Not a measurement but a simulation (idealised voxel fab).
Process module name: voxel fin reveal
Cross-section cut spans 295 nm and uses square cells 5 nm in size.
How to read a cross-section here: the picture is a grid of square cells, written as bands going from the top down, and any band can span one or more rows of cells. Look at the band entry: it leads with the top's height and the bottom's height in nm. Then it lists the materials left to right, with a width in nm for each. The word "edge to edge" on a single material says that material fills the band edge to edge. The word "blank" is empty space. Where do heights start? At 0: under that level the wafer as delivered is made of one material only. And the lowest band has no floor; it just carries on downward, as in "from 0 down". Width spec "30 to 40" -> top row of cells at first value, bottom row at second value, equal per-row change in between. "no change occurred" -> step changed no cross-section cell. The list in "closed voids" covers empty spaces of 8 cells or more that cannot reach the top through any open way, and it gives each as width x height at distance; the distance is from the left edge, and width, height and distance are in nm. That trailing text on a step's line, after the settings, is the simulator's own remark on the step. overlay nm: for a step with a mask, the amount by which the mask lay right of where it was planned; a negative amount means left of it.

[List of planned process steps]
1) RECEIVE, material Si
2) CONFORMAL_DEP, material SiN, thk nm 5
3) PATTERN, tone cover, mask id FINS, material resist, width nm 15, pitch nm 35, thk nm 15, overlay nm 0
4) DIRECTIONAL_ETCH, etch materials SiN, depth nm 5
5) DIRECTIONAL_ETCH, etch materials Si, depth nm 40
6) STRIP, etch materials resist
7) OXIDIZE, depth nm 5
8) FILL_DEP, material SiO2, thk nm 5
9) CMP, height nm 5
10) SELECTIVE_ETCH, etch materials SiO2, depth nm 20
11) STRIP, etch materials SiN
12) CONFORMAL_DEP, material SiO2, thk nm 5

[Cross-section of the incoming wafer, state after step 1]
    from 0 down: Si edge to edge
    closed voids: none

[Post-module cross-section of the first of two wafers (run per plan)]
    from 5 to 0: 120 of blank, 15 of SiO2, 20 of blank, 15 of SiO2, 125 of blank
    from 0 to -10: 120 of blank, 5 of SiO2, 5 of Si, 5 of SiO2, 20 of blank, 5 of SiO2, 5 of Si, 5 of SiO2, 125 of blank
    from -10 to -45: 125 of SiO2, 5 of Si, 30 of SiO2, 5 of Si, 130 of SiO2
    from -45 down: Si edge to edge
    closed voids: none

[Wafer two, end of module, cross-section. Same start, same plan as wafer one. One mistake in the run]
    from 5 to 0: 120 of blank, 15 of SiN, 20 of blank, 15 of SiN, 125 of blank
    from 0 to -10: 120 of blank, 5 of SiN, 5 of Si, 5 of SiN, 20 of blank, 5 of SiN, 5 of Si, 5 of SiN, 125 of blank
    from -10 to -15: 125 of SiN, 5 of Si, 30 of SiN, 5 of Si, 130 of SiN
    from -15 to -45: 125 of SiO2, 5 of Si, 30 of SiO2, 5 of Si, 130 of SiO2
    from -45 down: Si edge to edge
    closed voids: none
In executing the process, a mistake was made relative to the plan: the process deviated at step 12: the operation and settings actually run there were CONFORMAL_DEP, material SiN, thk nm 5
Cell-count delta at end, second wafer over first, by material: SiN: 71 more | SiO2: 71 fewer
